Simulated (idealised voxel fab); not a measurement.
Process module in this document: voxel trench capacitor
Cross-section cut spans 240 nm and uses square cells 5 nm in size.
Each cross-section below is a grid of square cells, stated as bands in top-down order, with one or more rows of cells making up each band. A band entry consists of two parts. The first gives the height of the band's top and the height of its bottom, in nm. The rest lists the band's materials from left to right, each with its width in nm. A single material labelled with the word "full width" fills the band from edge to edge, and the word "air" marks empty space. Where do heights start? At 0: under that level the wafer as delivered is made of one material only. And the lowest band has no floor; it just carries on downward, as in "0 nm and below". Width: "30->40" (first number = top row, second number = bottom row, same change from row to row of cells). Step note "remained unchanged" = no cross-section cell changed. Under "Enclosed internal cavities" you'll find the enclosed gaps, the ones with no way out to the top, that are 8 cells or bigger; each reads width x height at distance, with distance counted from the left edge, everything in nm. Past the settings on a step's line: simulator remark, on that step. The "overlay nm" setting may appear on a step's line; for a step that uses a mask, it gives how far to the right of its planned position the mask lay, and a negative value indicates the left.

LIST OF PLANNED PROCESS STEPS
- 1: RECEIVE, material Si
- 2: CONFORMAL_DEP, material SiN, thk nm 10
- 3: MASKED_ETCH, tone open, mask id TRENCH, width nm 30, pitch nm 60, etch materials SiN, depth nm 10, overlay nm 0
- 4: MASKED_ETCH, tone open, mask id TRENCH, width nm 30, pitch nm 60, etch materials Si, depth nm 30, overlay nm 0
- 5: CONFORMAL_DEP, material Al2O3, thk nm 5
- 6: CONFORMAL_DEP, material TiN, thk nm 5
- 7: FILL_DEP, material W, thk nm 10
- 8: CMP, height nm 10

AS RECEIVED (POST STEP 1): CROSS-SECTION
    0 nm and below = Si full width
    Enclosed internal cavities: none

THE FOLLOWING CROSS-SECTION DEPICTS THE WAFER UPON CONCLUSION OF THE MODULE. PROCESSING COMMENCED FROM THE STARTING CONDITION ILLUSTRATED ABOVE AND ADHERED TO THE PLAN ILLUSTRATED ABOVE, SAVE FOR ONE MISTAKE IN EXECUTION
    10 nm to 0 nm = SiN (45); TiN (5); Al2O3 (5); W (10); Al2O3 (5); TiN (5); SiN (30); TiN (5); Al2O3 (5); W (10); Al2O3 (5); TiN (5); SiN (30); TiN (5); Al2O3 (5); W (10); Al2O3 (5); TiN (5); SiN (45)
    0 nm to -20 nm = Si (45); TiN (5); Al2O3 (5); W (10); Al2O3 (5); TiN (5); Si (30); TiN (5); Al2O3 (5); W (10); Al2O3 (5); TiN (5); Si (30); TiN (5); Al2O3 (5); W (10); Al2O3 (5); TiN (5); Si (45)
    -20 nm to -25 nm = Si (45); TiN (5); Al2O3 (20); TiN (5); Si (30); TiN (5); Al2O3 (20); TiN (5); Si (30); TiN (5); Al2O3 (20); TiN (5); Si (45)
    -25 nm to -30 nm = Si (45); TiN (30); Si (30); TiN (30); Si (30); TiN (30); Si (45)
    -30 nm and below = Si full width
    Enclosed internal cavities: none
what went wrong: so 5 and 6 got swapped relative to the plan, each ran where the other was supposed to
